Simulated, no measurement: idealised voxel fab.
Herein follows the process module entitled voxel double patterning.
Square cell edge 5 nm, section width 195 nm, ID cut.
In what follows, cross-sections appear as grids of square cells, described through bands that run from the top down, where every band is one or more rows of cells.
First you get the band's top height and its bottom height, in nm, and then the materials it's made of, left to right, with each width in nm. If you see a single material with "edge to edge", that one covers the band edge to edge. "air" is empty space.
Note: height 0 marks the level under which the wafer is uniformly one material as received. Lowest band unbounded below, written "0 and below".
A width given as "30 to 40" starts at the first number in the band's top row and ends at the second number in its bottom row, shifting by an equal amount at every step from row to row.
The cross-section has no changed cell in any step marked "no change".
"Closed void list" lists enclosed empty spaces (at least 8 cells, no open path upward to the top), each as width x height at distance from the left edge, in nm.
What comes after the settings on a step's line is commentary from the simulator itself on that step.
overlay nm: mask offset rightward from planned place, masked step; negative means leftward offset.
So here's the lineup of process steps we planned:
step 1: RECEIVE: material Si
step 2: CONFORMAL_DEP: material SiO2, thk nm 5
step 3: DIRECTIONAL_DEP: material polySi, thk nm 10
step 4: DIRECTIONAL_DEP: material SiCN, thk nm 10
step 5: MASKED_ETCH: tone open, mask id FIRST, width nm 15, pitch nm 50, etch materials SiCN, depth nm 10, overlay nm 0
step 6: PATTERN: tone open, mask id SECOND, material resist, width nm 15, thk nm 15, overlay nm 0
step 7: DIRECTIONAL_ETCH: etch materials SiCN, depth nm 10
step 8: STRIP: etch materials resist
step 9: DIRECTIONAL_ETCH: etch materials polySi, depth nm 10
step 10: STRIP: etch materials SiCN
Step 1 complete: cross-section of the wafer as received:
	0 and below: Si edge to edge
	Closed void list: none
Cross-section: first of two wafers, module finished, run according to plan:
	15 down to 5: polySi (65), then air (15), then polySi (10), then air (15), then polySi (10), then air (15), then polySi (65)
	5 down to 0: SiO2 edge to edge
	0 and below: Si edge to edge
	Closed void list: none
What the second wafer looks like in cross-section once the module is done. Its start and its plan matched the first wafer's exactly; what differed was one mistake in how it was run:
	25 down to 15: SiCN (65), then air (15), then SiCN (10), then air (15), then SiCN (10), then air (15), then SiCN (65)
	15 down to 5: polySi (65), then air (15), then polySi (10), then air (15), then polySi (10), then air (15), then polySi (65)
	5 down to 0: SiO2 edge to edge
	0 and below: Si edge to edge
	Closed void list: none
Finding, execution versus plan: heads up, step 10 of the plan was skipped and never actually ran
In the final state, the cell counts of the second wafer exceed or fall short of those of the first for the following materials: 60 more of SiCN
